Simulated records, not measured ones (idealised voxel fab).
The process module that follows is named voxel ribs on slabs.
Cross-sectional view cut (width: 145 nm; square cell size: 5 nm).
A cross-section is written here as square cells arranged in a grid, and it is given in bands from the top down, each band taking up one or more rows of cells. Heights first: top, then bottom, in nm. Then materials, left to right, each with a width in nm. "all across" on a single material: fills the band edge to edge. "air": empty space. Ref level 0: as-received wafer is one material below here. Bottom band extends down with no lower bound ("0 down"). You'd read "30->40" like this: the band's top row of cells is as wide as the first number, its bottom row is as wide as the second, and going down, every row changes width by the same amount as the row before did. Step marked "no modification"? Then no cell in the cross-section changed in it. "Closed-off voids" contains a list of empty spaces, each no smaller than 8 cells and without an open way to the top, written in the form width x height at distance with the distance from the left edge and all three in nm. Heads up: the bit after the settings on a step's line is the simulator's remark on that step. The optional step-line setting "overlay nm" applies to steps with a mask and quantifies how far to the right of its planned location the mask lay, a negative value indicating leftward placement.
Planned process steps:
step 1: RECEIVE,material Si
step 2: DIRECTIONAL_DEP,material SiO2,thk nm 20
step 3: DIRECTIONAL_DEP,material polySi,thk nm 20
step 4: DIRECTIONAL_DEP,material aC,thk nm 15
step 5: PATTERN,tone cover,mask id RIB,material resist,width nm 15,thk nm 35,overlay nm 0
step 6: DIRECTIONAL_ETCH,etch materials aC,depth nm 15
step 7: STRIP,etch materials resist
step 8: DIRECTIONAL_ETCH,etch materials polySi,depth nm 15
step 9: STRIP,etch materials aC
step 10: PATTERN,tone cover,mask id SLAB,material resist,width nm 65,thk nm 20,overlay nm 0
step 11: DIRECTIONAL_ETCH,etch materials polySi,depth nm 5
step 12: STRIP,etch materials resist
step 13: FILL_DEP,material SiO2,thk nm 20
step 14: CMP,height nm 50
step 15: DIRECTIONAL_DEP,material W,thk nm 5
step 16: MASKED_ETCH,tone cover,mask id HEATER,width nm 15,etch materials W,depth nm 5,overlay nm 0
step 17: CONFORMAL_DEP,material SiN,thk nm 5
Across this set of wafers, the varied parameter is the width nm of step 16. Starting conditions are identical for every wafer, and the plan reports the value assigned to the first wafer.
After step 1, as received: first of several wafers, cross-section:
    0 down: Si all across
    Closed-off voids: none
Cross-sectional representation of the first of several wafers at the end of the module, i.e. after its terminal step, step 17:
    60 to 55: 60 air; 25 SiN; 60 air
    55 to 50: 65 SiN; 15 W; 65 SiN
    50 to 40: SiO2 all across
    40 to 25: 65 SiO2; 15 polySi; 65 SiO2
    25 to 20: 40 SiO2; 65 polySi; 40 SiO2
    20 to 0: SiO2 all across
    0 down: Si all across
    Closed-off voids: none
Final wafer of several, shown in cross-section at the end of the module:
    60 to 55: 50 air; 50 SiN; 45 air
    55 to 50: 55 SiN; 40 W; 50 SiN
    50 to 40: SiO2 all across
    40 to 25: 65 SiO2; 15 polySi; 65 SiO2
    25 to 20: 40 SiO2; 65 polySi; 40 SiO2
    20 to 0: SiO2 all across
    0 down: Si all across
    Closed-off voids: none
Gained (+) or lost (-) cells of each material since receipt, then closed voids: one row per wafer, at the end of the module:
width nm 15, +31 SiN, +268 SiO2, +3 W, +22 polySi, Closed-off voids: none
width nm 20, +31 SiN, +268 SiO2, +4 W, +22 polySi, Closed-off voids: none
width nm 25, +31 SiN, +268 SiO2, +5 W, +22 polySi, Closed-off voids: none
width nm 30, +31 SiN, +268 SiO2, +6 W, +22 polySi, Closed-off voids: none
width nm 35, +31 SiN, +268 SiO2, +7 W, +22 polySi, Closed-off voids: none
width nm 40, +31 SiN, +268 SiO2, +8 W, +22 polySi, Closed-off voids: none
